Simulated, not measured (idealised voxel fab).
This is a process module. Its name is voxel fin reveal.
Square cells of 5 nm make up the cross-section cut, whose width is 215 nm.
Cross-section = grid of square cells, listed top down in bands; band = one or more rows. It is stipulated that each band's entry specify, in nanometres, the height of the top of the band and then that of its bottom, followed by the materials of the band in left-to-right sequence, each together with its width in nanometres. A single material marked by the word "throughout" is understood to fill the band from edge to edge; the word "blank" is understood to denote empty space. Counting heights begins at 0, where everything beneath is, in the wafer as received, one material. The lowest band has no bottom; it goes on downwards, as "z 0 and below" shows. Width "30 to 40": first value at the band's top row of cells, second value at its bottom row, equal change from row to row. "everything unchanged" for a step: no cell of the cross-section changed in that step. Empty spaces without an open route to the top, at least 8 cells in extent, make up the entry "Enclosed void catalog"; each is given as width x height at distance, where the distance is measured from the left edge, and all are in nm. What comes after the settings on a step's line is commentary from the simulator itself on that step. overlay nm: for a step with a mask, the amount by which the mask lay right of where it was planned; a negative amount means left of it.
# Here's what the planned process steps look like
1 RECEIVE (material Si)
2 CONFORMAL_DEP (material SiN; thk nm 5)
3 PATTERN (tone cover; mask id FINS; material resist; width nm 15; pitch nm 40; thk nm 15; overlay nm 0)
4 DIRECTIONAL_ETCH (etch materials SiN; depth nm 5)
5 DIRECTIONAL_ETCH (etch materials Si; depth nm 40)
6 STRIP (etch materials resist)
7 FILL_DEP (material SiO2; thk nm 15)
8 CMP (height nm 5)
9 SELECTIVE_ETCH (etch materials SiO2; depth nm 15)
10 STRIP (etch materials SiN)
# Wafer cross-section on receipt, i.e. after step 1
	z 0 and below = Si throughout
	Enclosed void catalog: none
# The cross-section shown corresponds to the wafer at the conclusion of the module. The initial structure and the process plan are those presented above; however, one mistake occurred in executing the plan
	z 0 to -10 = blank=55 / Si=25 / blank=15 / Si=25 / blank=15 / Si=25 / blank=55
	z -10 to -40 = SiO2=55 / Si=25 / SiO2=15 / Si=25 / SiO2=15 / Si=25 / SiO2=55
	z -40 and below = Si throughout
	Enclosed void catalog: none
So what did we get wrong on this run? not per plan at step 3, really ran PATTERN (tone cover; mask id FINS; material resist; width nm 25; pitch nm 40; thk nm 15; overlay nm 0)
